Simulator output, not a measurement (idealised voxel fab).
The following process module bears the name voxel transistor to metal.
In the cross-section labelled cut, the width is 210 nm and each square cell is 5 nm.
A cross-section in this document is a grid of square cells, and it is written down as bands, the top band listed before the ones below it; a band is made up of one or more rows of cells. Band entry format. Leading values: height of top, height of bottom, nm. Remainder: materials in left-to-right order, each with its width in nm. Special words: "throughout" on a single material, which then fills the band edge to edge; "empty", empty space. Height 0 is the level under which the wafer as received is all one material. The lowest band goes on downwards, as in "0 and below". With a width like "30..40", each row of cells in the band differs from the next by the same amount, the top row carrying the first number and the bottom row the second. Basically "nothing altered" means that step didn't change any cell in the cross-section. Each empty space that has no open way to the top and spans at least 8 cells appears under "Sealed void list" as width x height at distance, the distance counted from the left edge, all in nm. What comes after the settings on a step's line is commentary from the simulator itself on that step. The line of a step may include "overlay nm". On a step with a mask, this value is how far to the right of its planned place the mask lay. A negative value means the mask lay to the left.
**Process steps - plan**
1: RECEIVE, material Si
2: CONFORMAL_DEP, material SiO2, thk nm 5
3: CONFORMAL_DEP, material SiN, thk nm 15
4: DIRECTIONAL_DEP, material aC, thk nm 10
5: PATTERN, tone cover, mask id ACTIVE, material resist, width nm 85, thk nm 30, overlay nm 0
6: DIRECTIONAL_ETCH, etch materials aC, depth nm 10
7: STRIP, etch materials resist
8: DIRECTIONAL_ETCH, etch materials SiN, depth nm 15
9: DIRECTIONAL_ETCH, etch materials SiO2, depth nm 5
10: DIRECTIONAL_ETCH, etch materials Si, depth nm 25
11: STRIP, etch materials aC
12: OXIDIZE, depth nm 5
13: FILL_DEP, material SiO2, thk nm 15
14: CMP, height nm 20
15: SELECTIVE_ETCH, etch materials SiO2, depth nm 5
16: STRIP, etch materials SiN
17: SELECTIVE_ETCH, etch materials SiO2, depth nm 5
18: OXIDIZE, depth nm 5
19: DIRECTIONAL_DEP, material polySi, thk nm 20
20: DIRECTIONAL_DEP, material SiCN, thk nm 15
21: MASKED_ETCH, tone cover, mask id GATE, width nm 15, etch materials SiCN, depth nm 25, overlay nm 0
22: MASKED_ETCH, tone cover, mask id GATE, width nm 15, etch materials polySi, depth nm 30, overlay nm 0
23: CONFORMAL_DEP, material SiO2, thk nm 5
24: DIRECTIONAL_ETCH, etch materials SiO2, depth nm 5
25: CONFORMAL_DEP, material SiN, thk nm 5
26: DIRECTIONAL_ETCH, etch materials SiN, depth nm 5
27: DIRECTIONAL_ETCH, etch materials SiO2, depth nm 5
28: DIRECTIONAL_ETCH, etch materials Si, depth nm 5
29: EPI, material pSi, thk nm 10
30: FILL_DEP, material SiO2, thk nm 5
31: CMP, height nm 35
32: DIRECTIONAL_DEP, material SiO2, thk nm 15
33: PATTERN, tone open, mask id CONTACT, material resist, width nm 25, pitch nm 50, thk nm 15, overlay nm 0
34: DIRECTIONAL_ETCH, etch materials SiO2, depth nm 50
35: STRIP, etch materials resist
36: CONFORMAL_DEP, material TiN, thk nm 5
37: FILL_DEP, material Ru, thk nm 10
38: CMP, height nm 50
39: CONFORMAL_DEP, material SiCN, thk nm 5
40: DIRECTIONAL_DEP, material lowk, thk nm 15
41: DIRECTIONAL_DEP, material aC, thk nm 15
42: PATTERN, tone open, mask id METAL_1, material resist, width nm 15, pitch nm 60, thk nm 30, overlay nm 0
43: DIRECTIONAL_ETCH, etch materials aC, depth nm 15
44: STRIP, etch materials resist
45: DIRECTIONAL_ETCH, etch materials lowk, depth nm 15
46: DIRECTIONAL_ETCH, etch materials SiCN, depth nm 5
47: STRIP, etch materials aC
48: CONFORMAL_DEP, material TiN, thk nm 5
49: FILL_DEP, material Ru, thk nm 10
50: CMP, height nm 70
51: CONFORMAL_DEP, material SiCN, thk nm 5
52: DIRECTIONAL_DEP, material SiO2, thk nm 35
53: DIRECTIONAL_DEP, material aC, thk nm 15
54: PATTERN, tone open, mask id METAL_2, material resist, width nm 15, pitch nm 60, thk nm 35, overlay nm 0
55: DIRECTIONAL_ETCH, etch materials aC, depth nm 15
56: STRIP, etch materials resist
57: DIRECTIONAL_ETCH, etch materials SiO2, depth nm 20
58: STRIP, etch materials aC
59: MASKED_ETCH, tone open, mask id METAL_2_HOLES, width nm 15, pitch nm 60, etch materials SiO2, depth nm 15, overlay nm 0
60: MASKED_ETCH, tone open, mask id METAL_2_HOLES, width nm 15, pitch nm 60, etch materials SiCN, depth nm 5, overlay nm 0
61: CONFORMAL_DEP, material TiN, thk nm 5
62: FILL_DEP, material Cu, thk nm 5
63: CMP, height nm 110
64: CONFORMAL_DEP, material SiN, thk nm 5
**Of two wafers, the first: run according to plan**
**Cross-section of the wafer as it came to us, i.e., already through step 1**
  0 and below | Si throughout
  Sealed void list: none
**After step 2, in cross-section**
  5 down to 0 | SiO2 throughout
  No changes below 0.
**After step 3, in cross-section**
  20 down to 5 | SiN throughout
  No changes below 5.
**After step 4, in cross-section**
  30 down to 20 | aC throughout
  No changes below 20.
**After step 5, in cross-section**
  60 down to 30 | empty=60, resist=85, empty=65
  No changes below 30.
**After step 6, in cross-section**
  50 down to 30 | empty=60, resist=85, empty=65
  30 down to 20 | empty=60, aC=85, empty=65
  No changes below 20.
**After step 7, in cross-section**
  30 down to 20 | empty=60, aC=85, empty=65
  No changes below 20.
**After step 8, in cross-section**
  30 down to 20 | empty=60, aC=85, empty=65
  20 down to 5 | empty=60, SiN=85, empty=65
  No changes below 5.
**After step 9, in cross-section**
  30 down to 20 | empty=60, aC=85, empty=65
  20 down to 5 | empty=60, SiN=85, empty=65
  5 down to 0 | empty=60, SiO2=85, empty=65
  No changes below 0.
**After step 10, in cross-section**
  30 down to 20 | empty=60, aC=85, empty=65
  20 down to 5 | empty=60, SiN=85, empty=65
  5 down to 0 | empty=60, SiO2=85, empty=65
  0 down to -25 | empty=60, Si=85, empty=65
  No changes below -25.
**After step 11, in cross-section**
  20 down to 5 | empty=60, SiN=85, empty=65
  No changes below 5.
**After step 12, in cross-section**
  20 down to 5 | empty=60, SiN=85, empty=65
  5 down to 0 | empty=60, SiO2=85, empty=65
  0 down to -25 | empty=60, SiO2=5, Si=75, SiO2=5, empty=65
  -25 down to -30 | SiO2=65, Si=75, SiO2=70
  No changes below -30.
**After step 13, in cross-section**
  35 down to 20 | SiO2 throughout
  20 down to 5 | SiO2=60, SiN=85, SiO2=65
  5 down to 0 | SiO2 throughout
  0 down to -30 | SiO2=65, Si=75, SiO2=70
  No changes below -30.
**After step 14, in cross-section**
  20 down to 5 | SiO2=60, SiN=85, SiO2=65
  No changes below 5.
**After step 15, in cross-section**
  20 down to 15 | empty=60, SiN=85, empty=65
  No changes below 15.
**After step 16, in cross-section**
  15 down to 5 | SiO2=60, empty=85, SiO2=65
  No changes below 5.
**After step 17, in cross-section**
  10 down to 0 | SiO2=55, empty=95, SiO2=60
  No changes below 0.
**After step 18, in cross-section**
  10 down to 0 | SiO2=55, empty=95, SiO2=60
  0 down to -5 | SiO2 throughout
  No changes below -5.
**After step 19, in cross-section**
  30 down to 20 | polySi=55, empty=95, polySi=60
  20 down to 10 | polySi throughout
  10 down to 0 | SiO2=55, polySi=95, SiO2=60
  No changes below 0.
**After step 20, in cross-section**
  45 down to 35 | SiCN=55, empty=95, SiCN=60
  35 down to 30 | SiCN throughout
  30 down to 20 | polySi=55, SiCN=95, polySi=60
  No changes below 20.
**After step 21, in cross-section**
  35 down to 30 | empty=95, SiCN=15, empty=100
  30 down to 20 | polySi=55, empty=40, SiCN=15, empty=40, polySi=60
  No changes below 20.
**After step 22, in cross-section**
  35 down to 20 | empty=95, SiCN=15, empty=100
  20 down to 10 | empty=95, polySi=15, empty=100
  10 down to 0 | SiO2=55, empty=40, polySi=15, empty=40, SiO2=60
  No changes below 0.
**After step 23, in cross-section**
  40 down to 35 | empty=90, SiO2=25, empty=95
  35 down to 20 | empty=90, SiO2=5, SiCN=15, SiO2=5, empty=95
  20 down to 15 | empty=90, SiO2=5, polySi=15, SiO2=5, empty=95
  15 down to 5 | SiO2=60, empty=30, SiO2=5, polySi=15, SiO2=5, empty=30, SiO2=65
  5 down to 0 | SiO2=95, polySi=15, SiO2=100
  No changes below 0.
**After step 24, in cross-section**
  35 down to 20 | empty=90, SiO2=5, SiCN=15, SiO2=5, empty=95
  20 down to 10 | empty=90, SiO2=5, polySi=15, SiO2=5, empty=95
  10 down to 0 | SiO2=60, empty=30, SiO2=5, polySi=15, SiO2=5, empty=30, SiO2=65
  No changes below 0.
**After step 25, in cross-section**
  40 down to 35 | empty=85, SiN=35, empty=90
  35 down to 20 | empty=85, SiN=5, SiO2=5, SiCN=15, SiO2=5, SiN=5, empty=90
  20 down to 15 | empty=85, SiN=5, SiO2=5, polySi=15, SiO2=5, SiN=5, empty=90
  15 down to 10 | SiN=65, empty=20, SiN=5, SiO2=5, polySi=15, SiO2=5, SiN=5, empty=20, SiN=70
  10 down to 5 | SiO2=60, SiN=5, empty=20, SiN=5, SiO2=5, polySi=15, SiO2=5, SiN=5, empty=20, SiN=5, SiO2=65
  5 down to 0 | SiO2=60, SiN=30, SiO2=5, polySi=15, SiO2=5, SiN=30, SiO2=65
  No changes below 0.
**After step 26, in cross-section**
  35 down to 20 | empty=85, SiN=5, SiO2=5, SiCN=15, SiO2=5, SiN=5, empty=90
  20 down to 10 | empty=85, SiN=5, SiO2=5, polySi=15, SiO2=5, SiN=5, empty=90
  10 down to 0 | SiO2=60, SiN=5, empty=20, SiN=5, SiO2=5, polySi=15, SiO2=5, SiN=5, empty=20, SiN=5, SiO2=65
  No changes below 0.
**After step 27, in cross-section**
  35 down to 30 | empty=85, SiN=5, empty=5, SiCN=15, empty=5, SiN=5, empty=90
  30 down to 20 | empty=85, SiN=5, SiO2=5, SiCN=15, SiO2=5, SiN=5, empty=90
  20 down to 10 | empty=85, SiN=5, SiO2=5, polySi=15, SiO2=5, SiN=5, empty=90
  10 down to 5 | empty=60, SiN=5, empty=20, SiN=5, SiO2=5, polySi=15, SiO2=5, SiN=5, empty=20, SiN=5, empty=65
  5 down to 0 | SiO2=60, SiN=5, empty=20, SiN=5, SiO2=5, polySi=15, SiO2=5, SiN=5, empty=20, SiN=5, SiO2=65
  0 down to -5 | SiO2=65, empty=20, SiO2=35, empty=20, SiO2=70
  No changes below -5.
**After step 28, in cross-section**
  35 down to 30 | empty=85, SiN=5, empty=5, SiCN=15, empty=5, SiN=5, empty=90
  30 down to 20 | empty=85, SiN=5, SiO2=5, SiCN=15, SiO2=5, SiN=5, empty=90
  20 down to 10 | empty=85, SiN=5, SiO2=5, polySi=15, SiO2=5, SiN=5, empty=90
  10 down to 5 | empty=60, SiN=5, empty=20, SiN=5, SiO2=5, polySi=15, SiO2=5, SiN=5, empty=20, SiN=5, empty=65
  5 down to 0 | SiO2=60, SiN=5, empty=20, SiN=5, SiO2=5, polySi=15, SiO2=5, SiN=5, empty=20, SiN=5, SiO2=65
  0 down to -5 | SiO2=65, empty=20, SiO2=35, empty=20, SiO2=70
  -5 down to -10 | SiO2=65, empty=20, Si=35, empty=20, SiO2=70
  No changes below -10.
**After step 29, in cross-section**
  35 down to 30 | empty=85, SiN=5, empty=5, SiCN=15, empty=5, SiN=5, empty=90
  30 down to 20 | empty=85, SiN=5, SiO2=5, SiCN=15, SiO2=5, SiN=5, empty=90
  20 down to 10 | empty=85, SiN=5, SiO2=5, polySi=15, SiO2=5, SiN=5, empty=90
  10 down to 5 | empty=60, SiN=5, empty=20, SiN=5, SiO2=5, polySi=15, SiO2=5, SiN=5, empty=20, SiN=5, empty=65
  5 down to 0 | SiO2=60, SiN=5, empty=10, pSi=10, SiN=5, SiO2=5, polySi=15, SiO2=5, SiN=5, pSi=10, empty=10, SiN=5, SiO2=65
  0 down to -5 | SiO2=65, pSi=20, SiO2=35, pSi=20, SiO2=70
  -5 down to -10 | SiO2=65, pSi=20, Si=35, pSi=20, SiO2=70
  No changes below -10.
**After step 30, in cross-section**
  40 down to 35 | SiO2 throughout
  35 down to 20 | SiO2=85, SiN=5, SiO2=5, SiCN=15, SiO2=5, SiN=5, SiO2=90
  20 down to 10 | SiO2=85, SiN=5, SiO2=5, polySi=15, SiO2=5, SiN=5, SiO2=90
  10 down to 5 | SiO2=60, SiN=5, SiO2=20, SiN=5, SiO2=5, polySi=15, SiO2=5, SiN=5, SiO2=20, SiN=5, SiO2=65
  5 down to 0 | SiO2=60, SiN=5, SiO2=10, pSi=10, SiN=5, SiO2=5, polySi=15, SiO2=5, SiN=5, pSi=10, SiO2=10, SiN=5, SiO2=65
  No changes below 0.
**After step 31, in cross-section**
  35 down to 20 | SiO2=85, SiN=5, SiO2=5, SiCN=15, SiO2=5, SiN=5, SiO2=90
  No changes below 20.
**After step 32, in cross-section**
  50 down to 35 | SiO2 throughout
  No changes below 35.
**After step 33, in cross-section**
  65 down to 50 | resist=65, empty=25, resist=25, empty=25, resist=70
  No changes below 50.
**After step 34, in cross-section**
  65 down to 50 | resist=65, empty=25, resist=25, empty=25, resist=70
  50 down to 35 | SiO2=65, empty=25, SiO2=25, empty=25, SiO2=70
  35 down to 20 | SiO2=65, empty=20, SiN=5, SiO2=5, SiCN=15, SiO2=5, SiN=5, empty=20, SiO2=70
  20 down to 10 | SiO2=65, empty=20, SiN=5, SiO2=5, polySi=15, SiO2=5, SiN=5, empty=20, SiO2=70
  10 down to 5 | SiO2=60, SiN=5, empty=20, SiN=5, SiO2=5, polySi=15, SiO2=5, SiN=5, empty=20, SiN=5, SiO2=65
  5 down to 0 | SiO2=60, SiN=5, empty=10, pSi=10, SiN=5, SiO2=5, polySi=15, SiO2=5, SiN=5, pSi=10, empty=10, SiN=5, SiO2=65
  No changes below 0.
**After step 35, in cross-section**
  50 down to 35 | SiO2=65, empty=25, SiO2=25, empty=25, SiO2=70
  No changes below 35.
**After step 36, in cross-section**
  55 down to 50 | TiN=70, empty=15, TiN=35, empty=15, TiN=75
  50 down to 40 | SiO2=65, TiN=5, empty=15, TiN=5, SiO2=25, TiN=5, empty=15, TiN=5, SiO2=70
  40 down to 35 | SiO2=65, TiN=5, empty=10, TiN=10, SiO2=25, TiN=10, empty=10, TiN=5, SiO2=70
  35 down to 20 | SiO2=65, TiN=5, empty=10, TiN=5, SiN=5, SiO2=5, SiCN=15, SiO2=5, SiN=5, TiN=5, empty=10, TiN=5, SiO2=70
  20 down to 10 | SiO2=65, TiN=5, empty=10, TiN=5, SiN=5, SiO2=5, polySi=15, SiO2=5, SiN=5, TiN=5, empty=10, TiN=5, SiO2=70
  10 down to 5 | SiO2=60, SiN=5, TiN=20, SiN=5, SiO2=5, polySi=15, SiO2=5, SiN=5, TiN=20, SiN=5, SiO2=65
  5 down to 0 | SiO2=60, SiN=5, TiN=10, pSi=10, SiN=5, SiO2=5, polySi=15, SiO2=5, SiN=5, pSi=10, TiN=10, SiN=5, SiO2=65
  No changes below 0.
**After step 37, in cross-section**
  65 down to 55 | Ru throughout
  55 down to 50 | TiN=70, Ru=15, TiN=35, Ru=15, TiN=75
  50 down to 40 | SiO2=65, TiN=5, Ru=15, TiN=5, SiO2=25, TiN=5, Ru=15, TiN=5, SiO2=70
  40 down to 35 | SiO2=65, TiN=5, Ru=10, TiN=10, SiO2=25, TiN=10, Ru=10, TiN=5, SiO2=70
  35 down to 20 | SiO2=65, TiN=5, Ru=10, TiN=5, SiN=5, SiO2=5, SiCN=15, SiO2=5, SiN=5, TiN=5, Ru=10, TiN=5, SiO2=70
  20 down to 10 | SiO2=65, TiN=5, Ru=10, TiN=5, SiN=5, SiO2=5, polySi=15, SiO2=5, SiN=5, TiN=5, Ru=10, TiN=5, SiO2=70
  No changes below 10.
**After step 38, in cross-section**
  50 down to 40 | SiO2=65, TiN=5, Ru=15, TiN=5, SiO2=25, TiN=5, Ru=15, TiN=5, SiO2=70
  No changes below 40.
**After step 39, in cross-section**
  55 down to 50 | SiCN throughout
  No changes below 50.
**After step 40, in cross-section**
  70 down to 55 | lowk throughout
  No changes below 55.
**After step 41, in cross-section**
  85 down to 70 | aC throughout
  No changes below 70.
**After step 42, in cross-section**
  115 down to 85 | resist=65, empty=15, resist=45, empty=15, resist=70
  No changes below 85.
**After step 43, in cross-section**
  100 down to 85 | resist=65, empty=15, resist=45, empty=15, resist=70
  85 down to 70 | aC=65, empty=15, aC=45, empty=15, aC=70
  No changes below 70.
**After step 44, in cross-section**
  85 down to 70 | aC=65, empty=15, aC=45, empty=15, aC=70
  No changes below 70.
**After step 45, in cross-section**
  85 down to 70 | aC=65, empty=15, aC=45, empty=15, aC=70
  70 down to 55 | lowk=65, empty=15, lowk=45, empty=15, lowk=70
  No changes below 55.
**After step 46, in cross-section**
  85 down to 70 | aC=65, empty=15, aC=45, empty=15, aC=70
  70 down to 55 | lowk=65, empty=15, lowk=45, empty=15, lowk=70
  55 down to 50 | SiCN=65, empty=15, SiCN=45, empty=15, SiCN=70
  No changes below 50.
**After step 47, in cross-section**
  70 down to 55 | lowk=65, empty=15, lowk=45, empty=15, lowk=70
  No changes below 55.
**After step 48, in cross-section**
  75 down to 70 | TiN=70, empty=5, TiN=55, empty=5, TiN=75
  70 down to 55 | lowk=65, TiN=5, empty=5, TiN=5, lowk=45, TiN=5, empty=5, TiN=5, lowk=70
  55 down to 50 | SiCN=65, TiN=15, SiCN=45, TiN=15, SiCN=70
  No changes below 50.
**After step 49, in cross-section**
  85 down to 75 | Ru throughout
  75 down to 70 | TiN=70, Ru=5, TiN=55, Ru=5, TiN=75
  70 down to 55 | lowk=65, TiN=5, Ru=5, TiN=5, lowk=45, TiN=5, Ru=5, TiN=5, lowk=70
  No changes below 55.
**After step 50, in cross-section**
  70 down to 55 | lowk=65, TiN=5, Ru=5, TiN=5, lowk=45, TiN=5, Ru=5, TiN=5, lowk=70
  No changes below 55.
**After step 51, in cross-section**
  75 down to 70 | SiCN throughout
  No changes below 70.
**After step 52, in cross-section**
  110 down to 75 | SiO2 throughout
  No changes below 75.
**After step 53, in cross-section**
  125 down to 110 | aC throughout
  No changes below 110.
**After step 54, in cross-section**
  160 down to 125 | resist=65, empty=15, resist=45, empty=15, resist=70
  No changes below 125.
**After step 55, in cross-section**
  145 down to 125 | resist=65, empty=15, resist=45, empty=15, resist=70
  125 down to 110 | aC=65, empty=15, aC=45, empty=15, aC=70
  No changes below 110.
**After step 56, in cross-section**
  125 down to 110 | aC=65, empty=15, aC=45, empty=15, aC=70
  No changes below 110.
**After step 57, in cross-section**
  125 down to 110 | aC=65, empty=15, aC=45, empty=15, aC=70
  110 down to 90 | SiO2=65, empty=15, SiO2=45, empty=15, SiO2=70
  No changes below 90.
**After step 58, in cross-section**
  110 down to 90 | SiO2=65, empty=15, SiO2=45, empty=15, SiO2=70
  No changes below 90.
**After step 59, in cross-section**
  110 down to 75 | SiO2=65, empty=15, SiO2=45, empty=15, SiO2=70
  No changes below 75.
**After step 60, in cross-section**
  110 down to 75 | SiO2=65, empty=15, SiO2=45, empty=15, SiO2=70
  75 down to 70 | SiCN=65, empty=15, SiCN=45, empty=15, SiCN=70
  No changes below 70.
**After step 61, in cross-section**
  115 down to 110 | TiN=70, empty=5, TiN=55, empty=5, TiN=75
  110 down to 75 | SiO2=65, TiN=5, empty=5, TiN=5, SiO2=45, TiN=5, empty=5, TiN=5, SiO2=70
  75 down to 70 | SiCN=65, TiN=15, SiCN=45, TiN=15, SiCN=70
  No changes below 70.
**After step 62, in cross-section**
  120 down to 115 | Cu throughout
  115 down to 110 | TiN=70, Cu=5, TiN=55, Cu=5, TiN=75
  110 down to 75 | SiO2=65, TiN=5, Cu=5, TiN=5, SiO2=45, TiN=5, Cu=5, TiN=5, SiO2=70
  No changes below 75.
**After step 63, in cross-section**
  110 down to 75 | SiO2=65, TiN=5, Cu=5, TiN=5, SiO2=45, TiN=5, Cu=5, TiN=5, SiO2=70
  No changes below 75.
**After step 64, in cross-section**
  115 down to 110 | SiN throughout
  No changes below 110.
**The Second Wafer: Common Origin and Plan, One Mistake in Execution, Identical to the First Through Step 39**
**X-section, second wafer, when step 40 was due to finish**
  60 down to 55 | lowk throughout
  No changes below 55.
**X-section, second wafer, when step 41 was due to finish**
  75 down to 60 | aC throughout
  No changes below 60.
**X-section, second wafer, when step 42 was due to finish**
  105 down to 75 | resist=65, empty=15, resist=45, empty=15, resist=70
  No changes below 75.
**X-section, second wafer, when step 43 was due to finish**
  90 down to 75 | resist=65, empty=15, resist=45, empty=15, resist=70
  75 down to 60 | aC=65, empty=15, aC=45, empty=15, aC=70
  No changes below 60.
**X-section, second wafer, when step 44 was due to finish**
  75 down to 60 | aC=65, empty=15, aC=45, empty=15, aC=70
  No changes below 60.
**X-section, second wafer, when step 45 was due to finish**
  75 down to 60 | aC=65, empty=15, aC=45, empty=15, aC=70
  60 down to 55 | lowk=65, empty=15, lowk=45, empty=15, lowk=70
  No changes below 55.
**X-section, second wafer, when step 46 was due to finish**
  75 down to 60 | aC=65, empty=15, aC=45, empty=15, aC=70
  60 down to 55 | lowk=65, empty=15, lowk=45, empty=15, lowk=70
  55 down to 50 | SiCN=65, empty=15, SiCN=45, empty=15, SiCN=70
  No changes below 50.
**X-section, second wafer, when step 47 was due to finish**
  60 down to 55 | lowk=65, empty=15, lowk=45, empty=15, lowk=70
  No changes below 55.
**X-section, second wafer, when step 48 was due to finish**
  65 down to 60 | TiN=70, empty=5, TiN=55, empty=5, TiN=75
  60 down to 55 | lowk=65, TiN=5, empty=5, TiN=5, lowk=45, TiN=5, empty=5, TiN=5, lowk=70
  55 down to 50 | SiCN=65, TiN=15, SiCN=45, TiN=15, SiCN=70
  No changes below 50.
**X-section, second wafer, when step 49 was due to finish**
  75 down to 65 | Ru throughout
  65 down to 60 | TiN=70, Ru=5, TiN=55, Ru=5, TiN=75
  60 down to 55 | lowk=65, TiN=5, Ru=5, TiN=5, lowk=45, TiN=5, Ru=5, TiN=5, lowk=70
  No changes below 55.
**X-section, second wafer, when step 50 was due to finish**
  70 down to 65 | Ru throughout
  No changes below 65.
**X-section, second wafer, when step 51 was due to finish**
  75 down to 70 | SiCN throughout
  No changes below 70.
**X-section, second wafer, when step 52 was due to finish**
  110 down to 75 | SiO2 throughout
  No changes below 75.
**X-section, second wafer, when step 53 was due to finish**
  125 down to 110 | aC throughout
  No changes below 110.
**X-section, second wafer, when step 54 was due to finish**
  160 down to 125 | resist=65, empty=15, resist=45, empty=15, resist=70
  No changes below 125.
**X-section, second wafer, when step 55 was due to finish**
  145 down to 125 | resist=65, empty=15, resist=45, empty=15, resist=70
  125 down to 110 | aC=65, empty=15, aC=45, empty=15, aC=70
  No changes below 110.
**X-section, second wafer, when step 56 was due to finish**
  125 down to 110 | aC=65, empty=15, aC=45, empty=15, aC=70
  No changes below 110.
**X-section, second wafer, when step 57 was due to finish**
  125 down to 110 | aC=65, empty=15, aC=45, empty=15, aC=70
  110 down to 90 | SiO2=65, empty=15, SiO2=45, empty=15, SiO2=70
  No changes below 90.
**X-section, second wafer, when step 58 was due to finish**
  110 down to 90 | SiO2=65, empty=15, SiO2=45, empty=15, SiO2=70
  No changes below 90.
**X-section, second wafer, when step 59 was due to finish**
  110 down to 75 | SiO2=65, empty=15, SiO2=45, empty=15, SiO2=70
  No changes below 75.
**X-section, second wafer, when step 60 was due to finish**
  110 down to 75 | SiO2=65, empty=15, SiO2=45, empty=15, SiO2=70
  75 down to 70 | SiCN=65, empty=15, SiCN=45, empty=15, SiCN=70
  No changes below 70.
**X-section, second wafer, when step 61 was due to finish**
  115 down to 110 | TiN=70, empty=5, TiN=55, empty=5, TiN=75
  110 down to 75 | SiO2=65, TiN=5, empty=5, TiN=5, SiO2=45, TiN=5, empty=5, TiN=5, SiO2=70
  75 down to 70 | SiCN=65, TiN=15, SiCN=45, TiN=15, SiCN=70
  No changes below 70.
**X-section, second wafer, when step 62 was due to finish**
  120 down to 115 | Cu throughout
  115 down to 110 | TiN=70, Cu=5, TiN=55, Cu=5, TiN=75
  110 down to 75 | SiO2=65, TiN=5, Cu=5, TiN=5, SiO2=45, TiN=5, Cu=5, TiN=5, SiO2=70
  No changes below 75.
**X-section, second wafer, when step 63 was due to finish**
  110 down to 75 | SiO2=65, TiN=5, Cu=5, TiN=5, SiO2=45, TiN=5, Cu=5, TiN=5, SiO2=70
  No changes below 75.
**X-section, second wafer, when step 64 was due to finish**
  115 down to 110 | SiN throughout
  No changes below 110.
What broke from the plan during processing? step 40: run off-plan, actual operation and settings DIRECTIONAL_DEP, material lowk, thk nm 5
Counted in cells at the end, the second wafer holds more or fewer of these materials than the first: +40 Ru, +32 TiN, -72 lowk
